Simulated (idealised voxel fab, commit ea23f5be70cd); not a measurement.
Process module name: voxel wiring stack
In the cross-section labelled cut, the width is 140 nm and each square cell is 5 nm.
We lay out every cross-section as a grid of square cells and spell it out in bands from the top down, where one band means one or more rows of cells.
Band: top height; bottom height; in nm. Then, left to right: material with width in nm, for each material. "everywhere": a single material spanning edge to edge. "air": empty space.
It should be noted that heights are counted from 0, beneath which the wafer as supplied is of one material throughout, and that the lowest band possesses no lower boundary but continues downward, as written in "top 0, no bottom".
The notation "30->40" denotes a width that varies across the rows of cells in the band, beginning at the first number in the top row, finishing at the second number in the bottom row, and changing by an identical amount from each row to the next.
"no modification" for a step: no cell of the cross-section changed in that step.
"Catalogued sealed voids" enumerates empty spaces isolated from the top, with no open way to it, that contain at least 8 cells, giving each as width x height at distance from the left edge, all three in nm.
Anything after a step's settings on that line? It's the simulator's own note about the step.
overlay nm: where the mask lay relative to plan, measured to the right, on steps with a mask; negatives go left.
[Planned step list for the process]
1) RECEIVE,material Si
2) CONFORMAL_DEP,material SiO2,thk nm 10
3) DIRECTIONAL_DEP,material TiN,thk nm 5
4) DIRECTIONAL_DEP,material W,thk nm 25
5) MASKED_ETCH,tone cover,mask id METAL_1,width nm 25,pitch nm 45,etch materials W,depth nm 25,overlay nm 0
6) MASKED_ETCH,tone cover,mask id METAL_1,width nm 25,pitch nm 45,etch materials TiN,depth nm 5,overlay nm 0
7) FILL_DEP,material SiO2,thk nm 5
8) CMP,height nm 40
9) CONFORMAL_DEP,material SiCN,thk nm 5
10) DIRECTIONAL_DEP,material SiO2,thk nm 30
11) PATTERN,tone open,mask id METAL_2_HOLES,material resist,width nm 15,pitch nm 45,thk nm 20,overlay nm 0
12) DIRECTIONAL_ETCH,etch materials SiO2,depth nm 30
13) STRIP,etch materials resist
14) MASKED_ETCH,tone open,mask id METAL_2,width nm 25,pitch nm 45,etch materials SiO2,depth nm 20,overlay nm 0
15) MASKED_ETCH,tone open,mask id METAL_2,width nm 25,pitch nm 45,etch materials SiCN,depth nm 5,overlay nm 0
16) CONFORMAL_DEP,material TiN,thk nm 5
17) FILL_DEP,material Cu,thk nm 10
18) CMP,height nm 75
19) CONFORMAL_DEP,material SiCN,thk nm 5
20) DIRECTIONAL_DEP,material lowk,thk nm 10
21) MASKED_ETCH,tone open,mask id PLUG_2,width nm 15,pitch nm 45,etch materials lowk,depth nm 10,overlay nm 0
22) MASKED_ETCH,tone open,mask id PLUG_2,width nm 15,pitch nm 45,etch materials SiCN,depth nm 5,overlay nm 0
23) EPI,material Ru,thk nm 10
24) EPI,material Ru,thk nm 5
25) DIRECTIONAL_DEP,material TiN,thk nm 5
26) DIRECTIONAL_DEP,material W,thk nm 15
27) DIRECTIONAL_DEP,material aC,thk nm 5
28) PATTERN,tone cover,mask id METAL_3,material resist,width nm 25,pitch nm 45,thk nm 30,overlay nm 0
29) DIRECTIONAL_ETCH,etch materials aC,depth nm 15
30) STRIP,etch materials resist
31) DIRECTIONAL_ETCH,etch materials W,depth nm 15
32) DIRECTIONAL_ETCH,etch materials TiN,depth nm 5
33) STRIP,etch materials aC
34) CONFORMAL_DEP,material SiN,thk nm 5
35) FILL_DEP,material SiO2,thk nm 5
36) CMP,height nm 110
37) CONFORMAL_DEP,material SiCN,thk nm 5
Wafer-to-wafer difference: thk nm, step 27. Common start. Plan = first wafer's value.
[Received condition of the first of several wafers, sectioned: post-step 1]
* top 0, no bottom = Si everywhere
* Catalogued sealed voids: none
[Below is a per-wafer table. In it, each row describes the wafer at the end of the module by giving, for each material, the number of cells gained (+) or lost (-) since the wafer was received, and after that the closed voids of the wafer]
thk nm 5, +24 Cu, +18 Ru, +72 SiCN, +30 SiN, +322 SiO2, +54 TiN, +80 W, +44 lowk, Catalogued sealed voids: none
thk nm 10, +24 Cu, +18 Ru, +72 SiCN, +30 SiN, +322 SiO2, +54 TiN, +80 W, +44 lowk, Catalogued sealed voids: none
thk nm 15, +24 Cu, +18 Ru, +72 SiCN, +30 SiN, +322 SiO2, +54 TiN, +80 W, +44 lowk, Catalogued sealed voids: none
thk nm 20, +24 Cu, +18 Ru, +72 SiCN, +280 SiO2, +72 TiN, +134 W, +44 lowk, Catalogued sealed voids: none
thk nm 25, +24 Cu, +18 Ru, +72 SiCN, +280 SiO2, +72 TiN, +134 W, +44 lowk, Catalogued sealed voids: none
thk nm 30, +24 Cu, +18 Ru, +72 SiCN, +280 SiO2, +72 TiN, +134 W, +44 lowk, Catalogued sealed voids: none
